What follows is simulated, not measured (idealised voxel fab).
This is a process module. Its name is voxel self aligned contacts.
Shown is cross-section cut, with a width of 220 nm and square cells of size 5 nm.
Think of the cross-section as a grid of square cells. We describe it in bands, top to bottom, and each band covers one or more rows of those cells. Top height, bottom height, nm. Materials left to right, width each, nm. Single material + "throughout" = fills band edge to edge. "empty" = empty. Heights are expressed relative to 0, this being the level below which the as-received wafer comprises one material exclusively. The lowest band is unbounded in the downward direction and is denoted as in "0 nm and below". The notation "30 to 40" denotes a width that varies across the rows of cells in the band, beginning at the first number in the top row, finishing at the second number in the bottom row, and changing by an identical amount from each row to the next. Basically "identical to before" means that step didn't change any cell in the cross-section. Basically, "Closed internal voids" tells you about the enclosed voids: empty spaces with no open way to the top, 8 cells or bigger, each written width x height at distance, where distance is from the left edge, all in nm. Post-settings text on a step line: simulator's own remark regarding the step. overlay nm: mask offset rightward from planned place, masked step; negative means leftward offset.

THE FOLLOWING LIST GIVES THE PLANNED PROCESS STEPS
1. RECEIVE,material Si
2. CONFORMAL_DEP,material SiO2,thk nm 5
3. DIRECTIONAL_DEP,material polySi,thk nm 30
4. DIRECTIONAL_DEP,material SiN,thk nm 15
5. PATTERN,tone cover,mask id GATE,material resist,width nm 25,pitch nm 55,thk nm 20,overlay nm 0
6. DIRECTIONAL_ETCH,etch materials SiN,depth nm 15
7. DIRECTIONAL_ETCH,etch materials polySi,depth nm 30
8. STRIP,etch materials resist
9. CONFORMAL_DEP,material SiN,thk nm 5
10. DIRECTIONAL_ETCH,etch materials SiN,depth nm 5
11. FILL_DEP,material SiO2,thk nm 10
12. CMP,height nm 55
13. PATTERN,tone open,mask id CONTACT,material resist,width nm 40,pitch nm 55,thk nm 20,overlay nm 0
14. DIRECTIONAL_ETCH,etch materials SiO2,depth nm 55
15. STRIP,etch materials resist
16. CONFORMAL_DEP,material TiN,thk nm 5
17. FILL_DEP,material W,thk nm 5
18. CMP,height nm 55
19. CONFORMAL_DEP,material SiCN,thk nm 5

SO THIS IS THE INCOMING WAFER IN CROSS-SECTION - IT'S ALREADY BEEN THROUGH STEP 1
- 0 nm and below  Si throughout
- Closed internal voids: none

FIRST WAFER OF TWO, SECTIONED AT END OF MODULE; RUN WENT PER PLAN
- 60 nm to 55 nm  SiCN throughout
- 55 nm to 50 nm  60 of SiO2 | 15 of TiN | 10 of W | 15 of TiN | 15 of SiO2 | 15 of TiN | 10 of W | 15 of TiN | 65 of SiO2
- 50 nm to 35 nm  35 of SiO2 | 35 of SiN | 5 of TiN | 10 of W | 5 of TiN | 35 of SiN | 5 of TiN | 10 of W | 5 of TiN | 35 of SiN | 40 of SiO2
- 35 nm to 5 nm  35 of SiO2 | 5 of SiN | 25 of polySi | 5 of SiN | 5 of TiN | 10 of W | 5 of TiN | 5 of SiN | 25 of polySi | 5 of SiN | 5 of TiN | 10 of W | 5 of TiN | 5 of SiN | 25 of polySi | 5 of SiN | 40 of SiO2
- 5 nm to 0 nm  70 of SiO2 | 20 of TiN | 35 of SiO2 | 20 of TiN | 75 of SiO2
- 0 nm and below  Si throughout
- Closed internal voids: none

CROSS-SECTIONAL VIEW: SECOND OF TWO WAFERS, END OF MODULE; START AND PLAN IDENTICAL TO THE FIRST, ONE MISTAKE IN RUNNING
- 60 nm to 55 nm  SiCN throughout
- 55 nm to 50 nm  30 of W | 30 of TiN | 40 of SiO2 | 15 of TiN | 40 of SiO2 | 30 of TiN | 35 of W
- 50 nm to 35 nm  30 of W | 5 of TiN | 35 of SiN | 20 of SiO2 | 35 of SiN | 20 of SiO2 | 35 of SiN | 5 of TiN | 35 of W
- 35 nm to 5 nm  30 of W | 5 of TiN | 5 of SiN | 25 of polySi | 5 of SiN | 20 of SiO2 | 5 of SiN | 25 of polySi | 5 of SiN | 20 of SiO2 | 5 of SiN | 25 of polySi | 5 of SiN | 5 of TiN | 35 of W
- 5 nm to 0 nm  35 of TiN | 145 of SiO2 | 40 of TiN
- 0 nm and below  Si throughout
- Closed internal voids: none
Run error: off-plan run, step 13, actual operation and settings PATTERN,tone cover,mask id CONTACT,material resist,width nm 40,pitch nm 55,thk nm 20,overlay nm 0
The closing comparison, in cells, has the second wafer with more or fewer of some materials than the first: SiO2: 82 fewer, TiN: 8 fewer, W: 90 more
